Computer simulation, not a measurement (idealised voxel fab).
A process module follows: voxel gate over fins.
We display cut, a cross-section 235 nm in width whose square cells are each 5 nm.
Throughout this document, each cross-section is represented as a grid of square cells and is presented as a sequence of bands enumerated from the top downward, where a band comprises one or more rows of cells. Band entry format. Leading values: height of top, height of bottom, nm. Remainder: materials in left-to-right order, each with its width in nm. Special words: "edge to edge" on a single material, which then fills the band edge to edge; "empty", empty space. Height datum 0, below which the as-received substrate wafer is one material. Lowest band open at the bottom, running downward: "0..down". The expression "30->40" gives the width at the extremes of the band, the first number at its top row of cells and the second at its bottom row, with the width changing by equal amounts from each row to the next in between. You'll sometimes find "changes: none" written for a step, and that's the way of saying that nowhere in the cross-section did a cell change during that step. Voids, fully enclosed: empty space of 8 cells or more with no open way to the top, each as width x height at its distance from the left edge, in nm. Anything after a step's settings on that line? It's the simulator's own note about the step. What "overlay nm" on a step's line means: if the step has a mask, that mask lay this far to the right of its planned place, or, when the value is negative, to the left.
**Process steps foreseen in the plan**
1 op RECEIVE | material Si
2 op CONFORMAL_DEP | material SiN | thk nm 10
3 op PATTERN | tone cover | mask id FINS | material resist | width nm 15 | pitch nm 55 | thk nm 15 | overlay nm 0
4 op DIRECTIONAL_ETCH | etch materials SiN | depth nm 10
5 op DIRECTIONAL_ETCH | etch materials Si | depth nm 40
6 op STRIP | etch materials resist
7 op OXIDIZE | depth nm 5
8 op FILL_DEP | material SiO2 | thk nm 5
9 op CMP | height nm 10
10 op DIRECTIONAL_DEP | material aC | thk nm 15
11 op PATTERN | tone open | mask id RAIL | material resist | width nm 15 | thk nm 30 | overlay nm 0
12 op DIRECTIONAL_ETCH | etch materials aC | depth nm 15
13 op STRIP | etch materials resist
14 op DIRECTIONAL_ETCH | etch materials SiO2 | depth nm 45
15 op STRIP | etch materials aC
16 op CONFORMAL_DEP | material TiN | thk nm 5
17 op FILL_DEP | material Ru | thk nm 10
18 op CMP | height nm 10
19 op SELECTIVE_ETCH | etch materials W Ru TiN | depth nm 30
20 op FILL_DEP | material SiO2 | thk nm 5
21 op CMP | height nm 10
22 op SELECTIVE_ETCH | etch materials SiO2 | depth nm 25
23 op STRIP | etch materials SiN
24 op CONFORMAL_DEP | material HfO2 | thk nm 5
25 op CONFORMAL_DEP | material TiN | thk nm 5
26 op FILL_DEP | material W | thk nm 10
27 op CMP | height nm 15
28 op CONFORMAL_DEP | material SiN | thk nm 10
**Cross-section, incoming material, after step 1**
> 0..down  Si edge to edge
> Voids, fully enclosed: none
**The module was run from the start shown above using the plan shown above, but one mistake was made doing it; the resulting wafer cross-section is below**
> 25..15  SiN edge to edge
> 15..10  W edge to edge
> 10..5  W=50, then TiN=25, then W=30, then TiN=25, then W=30, then TiN=25, then W=50
> 5..0  W=50, then TiN=5, then HfO2=15, then TiN=5, then W=30, then TiN=5, then HfO2=15, then TiN=5, then W=30, then TiN=5, then HfO2=15, then TiN=5, then W=50
> 0..-10  W=50, then TiN=5, then HfO2=5, then Si=5, then HfO2=5, then TiN=5, then W=30, then TiN=5, then HfO2=5, then Si=5, then HfO2=5, then TiN=5, then W=30, then TiN=5, then HfO2=5, then Si=5, then HfO2=5, then TiN=5, then W=50
> -10..-15  W=50, then TiN=5, then HfO2=5, then Si=5, then HfO2=5, then TiN=40, then HfO2=5, then Si=5, then HfO2=5, then TiN=5, then W=30, then TiN=5, then HfO2=5, then Si=5, then HfO2=5, then TiN=5, then W=50
> -15..-20  W=50, then TiN=5, then HfO2=5, then Si=5, then HfO2=5, then TiN=5, then HfO2=25, then TiN=10, then HfO2=5, then Si=5, then HfO2=5, then TiN=5, then W=30, then TiN=5, then HfO2=5, then Si=5, then HfO2=5, then TiN=5, then W=50
> -20..-30  W=50, then TiN=5, then HfO2=5, then Si=5, then HfO2=5, then TiN=5, then HfO2=5, then TiN=5, then Ru=5, then TiN=5, then HfO2=5, then TiN=10, then HfO2=5, then Si=5, then HfO2=5, then TiN=5, then W=30, then TiN=5, then HfO2=5, then Si=5, then HfO2=5, then TiN=5, then W=50
> -30..-35  TiN=55, then HfO2=5, then Si=5, then HfO2=5, then TiN=5, then HfO2=5, then TiN=15, then HfO2=5, then TiN=10, then HfO2=5, then Si=5, then HfO2=5, then TiN=40, then HfO2=5, then Si=5, then HfO2=5, then TiN=55
> -35..-40  HfO2=60, then Si=5, then HfO2=20, then SiO2=5, then HfO2=25, then Si=5, then HfO2=50, then Si=5, then HfO2=60
> -40..-45  SiO2=60, then Si=5, then SiO2=50, then Si=5, then SiO2=50, then Si=5, then SiO2=60
> -45..down  Si edge to edge
> Voids, fully enclosed: none
Finding, execution versus plan: step 22 of the plan was carried out twice
